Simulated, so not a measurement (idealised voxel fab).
process module | voxel spacer lines
cross-section cut | 300 nm wide | cells 5 nm
A cross-section is a grid of square cells, given in bands from the top down. A band is one or more rows of cells.
Each band's line starts with the height of the band's top and of its bottom, in nm. Then come its materials from left to right, each with its width in nm. One material with "throughout" fills the band from edge to edge. "air" is empty space.
Height 0 is the level under which the wafer as received is all one material. The lowest band goes on downwards, as in "0 down".
A width such as "30 to 40" changes by the same amount from each row of cells to the next, from the band's top row to its bottom row.
"no change" after a step means that no cell of the cross-section changed.
closed voids: empty space of 8 cells or more with no open way to the top, each as width x height at its distance from the left edge, in nm
after a step's settings: what the simulator itself notes on the step
overlay nm, on a step with a mask: how far to the right of its planned place the mask lay; to the left if negative
plan
1 op RECEIVE | material Si
2 op CONFORMAL_DEP | material Al2O3 | thk nm 5
3 op DIRECTIONAL_DEP | material TiN | thk nm 15
4 op DIRECTIONAL_DEP | material aC | thk nm 25
5 op PATTERN | tone cover | mask id MANDREL | material resist | width nm 15 | pitch nm 60 | thk nm 30 | overlay nm 0
6 op DIRECTIONAL_ETCH | etch materials aC | depth nm 25
7 op STRIP | etch materials resist
8 op CONFORMAL_DEP | material SiO2 | thk nm 15
9 op DIRECTIONAL_ETCH | etch materials SiO2 | depth nm 15
10 op STRIP | etch materials aC
11 op DIRECTIONAL_ETCH | etch materials TiN | depth nm 15
12 op STRIP | etch materials SiO2
as received, after step 1
  0 down: Si throughout
  closed voids: none
first wafer at the end, as planned
  20 to 5: air 95 | TiN 15 | air 15 | TiN 15 | air 15 | TiN 15 | air 15 | TiN 15 | air 100
  5 to 0: Al2O3 throughout
  0 down: Si throughout
  closed voids: none
second wafer at the end: like start, like plan, one mistake
  45 to 20: air 95 | TiN 15 | aC 15 | TiN 15 | air 15 | TiN 15 | aC 15 | TiN 15 | air 100
  20 to 5: TiN throughout
  5 to 0: Al2O3 throughout
  0 down: Si throughout
  closed voids: none
what went wrong: step 8 ran as: op CONFORMAL_DEP | material TiN | thk nm 15
at the end the second wafer has, in cells: 204 more of TiN | 30 more of aC
